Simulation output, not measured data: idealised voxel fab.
voxel capacitor over wiring: a process module
Pictured: cross-section cut, 160 nm wide, on a grid of 5 nm square cells.
Cross-section layout: square cells on a grid; listed as bands, top to bottom; a band spans one or more cell rows.
Heads up on the band format: heights come first, top then bottom, in nm. After that it's the materials left to right, each with its width in nm. A single material flagged "everywhere" fills the whole band edge to edge, and "blank" means there's empty space there.
It should be noted that heights are counted from 0, beneath which the wafer as supplied is of one material throughout, and that the lowest band possesses no lower boundary but continues downward, as written in "top 0, no bottom".
Top row gets the first number, bottom row gets the second, and each row in between changes by the same step: that is how a band width like "30->40" works.
"nothing got changed" -> step changed no cross-section cell.
Closed empty spaces (no open way to the top) of 8 cells or more are what "Enclosed void listing" lists, each as width x height at distance from the left edge, nm for all three.
That trailing text on a step's line, after the settings, is the simulator's own remark on the step.
For masked steps, "overlay nm" on the step line gives how far right of plan the mask actually lay; a minus sign means it lay to the left.
The steps planned for the process are as follows:
| 1 | RECEIVE | material Si |
| 2 | CONFORMAL_DEP | material SiO2 | thk nm 15 |
| 3 | DIRECTIONAL_DEP | material TiN | thk nm 5 |
| 4 | DIRECTIONAL_DEP | material W | thk nm 25 |
| 5 | DIRECTIONAL_DEP | material aC | thk nm 10 |
| 6 | PATTERN | tone cover | mask id METAL_1 | material resist | width nm 20 | pitch nm 70 | thk nm 25 | overlay nm 0 |
| 7 | DIRECTIONAL_ETCH | etch materials aC | depth nm 10 |
| 8 | STRIP | etch materials resist |
| 9 | DIRECTIONAL_ETCH | etch materials W | depth nm 25 |
| 10 | DIRECTIONAL_ETCH | etch materials TiN | depth nm 5 |
| 11 | STRIP | etch materials aC |
| 12 | FILL_DEP | material SiO2 | thk nm 5 |
| 13 | CMP | height nm 45 |
| 14 | CONFORMAL_DEP | material SiCN | thk nm 5 |
| 15 | DIRECTIONAL_DEP | material lowk | thk nm 10 |
| 16 | MASKED_ETCH | tone open | mask id PLUG_1 | width nm 15 | etch materials lowk | depth nm 10 | overlay nm 0 |
| 17 | MASKED_ETCH | tone open | mask id PLUG_1 | width nm 15 | etch materials SiCN | depth nm 5 | overlay nm 0 |
| 18 | EPI | material Ru | thk nm 10 |
| 19 | EPI | material Ru | thk nm 5 |
| 20 | DIRECTIONAL_DEP | material TiN | thk nm 10 |
| 21 | DIRECTIONAL_DEP | material SiN | thk nm 5 |
| 22 | DIRECTIONAL_DEP | material TiN | thk nm 10 |
| 23 | DIRECTIONAL_DEP | material aC | thk nm 10 |
| 24 | PATTERN | tone cover | mask id UPPER_PLATE | material resist | width nm 55 | thk nm 30 | overlay nm 0 |
| 25 | DIRECTIONAL_ETCH | etch materials aC | depth nm 10 |
| 26 | STRIP | etch materials resist |
| 27 | DIRECTIONAL_ETCH | etch materials TiN | depth nm 10 |
| 28 | DIRECTIONAL_ETCH | etch materials SiN | depth nm 5 |
| 29 | STRIP | etch materials aC |
| 30 | PATTERN | tone cover | mask id LOWER_PLATE | material resist | width nm 65 | thk nm 20 | overlay nm 0 |
| 31 | DIRECTIONAL_ETCH | etch materials TiN | depth nm 10 |
| 32 | STRIP | etch materials resist |
| 33 | FILL_DEP | material SiO2 | thk nm 15 |
| 34 | CMP | height nm 95 |
| 35 | PATTERN | tone open | mask id PLUG_2 | material resist | width nm 15 | thk nm 15 | overlay nm 0 |
| 36 | DIRECTIONAL_ETCH | etch materials SiO2 | depth nm 10 |
| 37 | STRIP | etch materials resist |
| 38 | CONFORMAL_DEP | material TiN | thk nm 5 |
| 39 | FILL_DEP | material W | thk nm 10 |
| 40 | CMP | height nm 95 |
| 41 | CONFORMAL_DEP | material SiCN | thk nm 5 |
The first of a set of two wafers, run to plan:
Wafer at receipt (post step 1), cross-section:
top 0, no bottom = Si everywhere
Enclosed void listing: none
State of the wafer after step 2, shown in cross-section:
top 15, bottom 0 = SiO2 everywhere
Heights below 0 show no change.
State of the wafer after step 3, shown in cross-section:
top 20, bottom 15 = TiN everywhere
Heights below 15 show no change.
State of the wafer after step 4, shown in cross-section:
top 45, bottom 20 = W everywhere
Heights below 20 show no change.
State of the wafer after step 5, shown in cross-section:
top 55, bottom 45 = aC everywhere
Heights below 45 show no change.
State of the wafer after step 6, shown in cross-section:
top 80, bottom 55 = blank=35, then resist=20, then blank=50, then resist=20, then blank=35
Heights below 55 show no change.
State of the wafer after step 7, shown in cross-section:
top 70, bottom 55 = blank=35, then resist=20, then blank=50, then resist=20, then blank=35
top 55, bottom 45 = blank=35, then aC=20, then blank=50, then aC=20, then blank=35
Heights below 45 show no change.
State of the wafer after step 8, shown in cross-section:
top 55, bottom 45 = blank=35, then aC=20, then blank=50, then aC=20, then blank=35
Heights below 45 show no change.
State of the wafer after step 9, shown in cross-section:
top 55, bottom 45 = blank=35, then aC=20, then blank=50, then aC=20, then blank=35
top 45, bottom 20 = blank=35, then W=20, then blank=50, then W=20, then blank=35
Heights below 20 show no change.
State of the wafer after step 10, shown in cross-section:
top 55, bottom 45 = blank=35, then aC=20, then blank=50, then aC=20, then blank=35
top 45, bottom 20 = blank=35, then W=20, then blank=50, then W=20, then blank=35
top 20, bottom 15 = blank=35, then TiN=20, then blank=50, then TiN=20, then blank=35
Heights below 15 show no change.
State of the wafer after step 11, shown in cross-section:
top 45, bottom 20 = blank=35, then W=20, then blank=50, then W=20, then blank=35
Heights below 20 show no change.
State of the wafer after step 12, shown in cross-section:
top 50, bottom 45 = SiO2 everywhere
top 45, bottom 20 = SiO2=35, then W=20, then SiO2=50, then W=20, then SiO2=35
top 20, bottom 15 = SiO2=35, then TiN=20, then SiO2=50, then TiN=20, then SiO2=35
Heights below 15 show no change.
State of the wafer after step 13, shown in cross-section:
top 45, bottom 20 = SiO2=35, then W=20, then SiO2=50, then W=20, then SiO2=35
Heights below 20 show no change.
State of the wafer after step 14, shown in cross-section:
top 50, bottom 45 = SiCN everywhere
Heights below 45 show no change.
State of the wafer after step 15, shown in cross-section:
top 60, bottom 50 = lowk everywhere
Heights below 50 show no change.
State of the wafer after step 16, shown in cross-section:
top 60, bottom 50 = lowk=40, then blank=15, then lowk=105
Heights below 50 show no change.
State of the wafer after step 17, shown in cross-section:
top 60, bottom 50 = lowk=40, then blank=15, then lowk=105
top 50, bottom 45 = SiCN=40, then blank=15, then SiCN=105
Heights below 45 show no change.
State of the wafer after step 18, shown in cross-section:
top 60, bottom 55 = lowk=40, then blank=15, then lowk=105
top 55, bottom 50 = lowk=40, then Ru=15, then lowk=105
top 50, bottom 45 = SiCN=40, then Ru=15, then SiCN=105
Heights below 45 show no change.
State of the wafer after step 19, shown in cross-section:
top 60, bottom 50 = lowk=40, then Ru=15, then lowk=105
Heights below 50 show no change.
State of the wafer after step 20, shown in cross-section:
top 70, bottom 60 = TiN everywhere
Heights below 60 show no change.
State of the wafer after step 21, shown in cross-section:
top 75, bottom 70 = SiN everywhere
Heights below 70 show no change.
State of the wafer after step 22, shown in cross-section:
top 85, bottom 75 = TiN everywhere
Heights below 75 show no change.
State of the wafer after step 23, shown in cross-section:
top 95, bottom 85 = aC everywhere
Heights below 85 show no change.
State of the wafer after step 24, shown in cross-section:
top 125, bottom 95 = blank=40, then resist=55, then blank=65
Heights below 95 show no change.
State of the wafer after step 25, shown in cross-section:
top 115, bottom 95 = blank=40, then resist=55, then blank=65
top 95, bottom 85 = blank=40, then aC=55, then blank=65
Heights below 85 show no change.
State of the wafer after step 26, shown in cross-section:
top 95, bottom 85 = blank=40, then aC=55, then blank=65
Heights below 85 show no change.
State of the wafer after step 27, shown in cross-section:
top 95, bottom 85 = blank=40, then aC=55, then blank=65
top 85, bottom 75 = blank=40, then TiN=55, then blank=65
Heights below 75 show no change.
State of the wafer after step 28, shown in cross-section:
top 95, bottom 85 = blank=40, then aC=55, then blank=65
top 85, bottom 75 = blank=40, then TiN=55, then blank=65
top 75, bottom 70 = blank=40, then SiN=55, then blank=65
Heights below 70 show no change.
State of the wafer after step 29, shown in cross-section:
top 85, bottom 75 = blank=40, then TiN=55, then blank=65
Heights below 75 show no change.
State of the wafer after step 30, shown in cross-section:
top 105, bottom 85 = blank=35, then resist=65, then blank=60
top 85, bottom 75 = blank=35, then resist=5, then TiN=55, then resist=5, then blank=60
top 75, bottom 70 = blank=35, then resist=5, then SiN=55, then resist=5, then blank=60
Heights below 70 show no change.
State of the wafer after step 31, shown in cross-section:
top 105, bottom 85 = blank=35, then resist=65, then blank=60
top 85, bottom 75 = blank=35, then resist=5, then TiN=55, then resist=5, then blank=60
top 75, bottom 70 = blank=35, then resist=5, then SiN=55, then resist=5, then blank=60
top 70, bottom 60 = blank=35, then TiN=65, then blank=60
Heights below 60 show no change.
State of the wafer after step 32, shown in cross-section:
top 85, bottom 75 = blank=40, then TiN=55, then blank=65
top 75, bottom 70 = blank=40, then SiN=55, then blank=65
Heights below 70 show no change.
State of the wafer after step 33, shown in cross-section:
top 100, bottom 85 = SiO2 everywhere
top 85, bottom 75 = SiO2=40, then TiN=55, then SiO2=65
top 75, bottom 70 = SiO2=40, then SiN=55, then SiO2=65
top 70, bottom 60 = SiO2=35, then TiN=65, then SiO2=60
Heights below 60 show no change.
State of the wafer after step 34, shown in cross-section:
top 95, bottom 85 = SiO2 everywhere
Heights below 85 show no change.
State of the wafer after step 35, shown in cross-section:
top 110, bottom 95 = resist=50, then blank=15, then resist=95
Heights below 95 show no change.
State of the wafer after step 36, shown in cross-section:
top 110, bottom 95 = resist=50, then blank=15, then resist=95
top 95, bottom 85 = SiO2=50, then blank=15, then SiO2=95
Heights below 85 show no change.
State of the wafer after step 37, shown in cross-section:
top 95, bottom 85 = SiO2=50, then blank=15, then SiO2=95
Heights below 85 show no change.
State of the wafer after step 38, shown in cross-section:
top 100, bottom 95 = TiN=55, then blank=5, then TiN=100
top 95, bottom 90 = SiO2=50, then TiN=5, then blank=5, then TiN=5, then SiO2=95
top 90, bottom 85 = SiO2=50, then TiN=15, then SiO2=95
Heights below 85 show no change.
State of the wafer after step 39, shown in cross-section:
top 110, bottom 100 = W everywhere
top 100, bottom 95 = TiN=55, then W=5, then TiN=100
top 95, bottom 90 = SiO2=50, then TiN=5, then W=5, then TiN=5, then SiO2=95
Heights below 90 show no change.
State of the wafer after step 40, shown in cross-section:
top 95, bottom 90 = SiO2=50, then TiN=5, then W=5, then TiN=5, then SiO2=95
Heights below 90 show no change.
State of the wafer after step 41, shown in cross-section:
top 100, bottom 95 = SiCN everywhere
Heights below 95 show no change.
Wafer two of the pair: same origin, same plan, one error during the run; identical to wafer one up to and including step 40:
The second wafer in cross-section, at the planned close of step 41:
top 110, bottom 95 = SiCN everywhere
Heights below 95 show no change.
Diagnosis: step 41 ran as: CONFORMAL_DEP | material SiCN | thk nm 15
Final wafer comparison in cells, second versus first, more or fewer per material: SiCN: 64 more
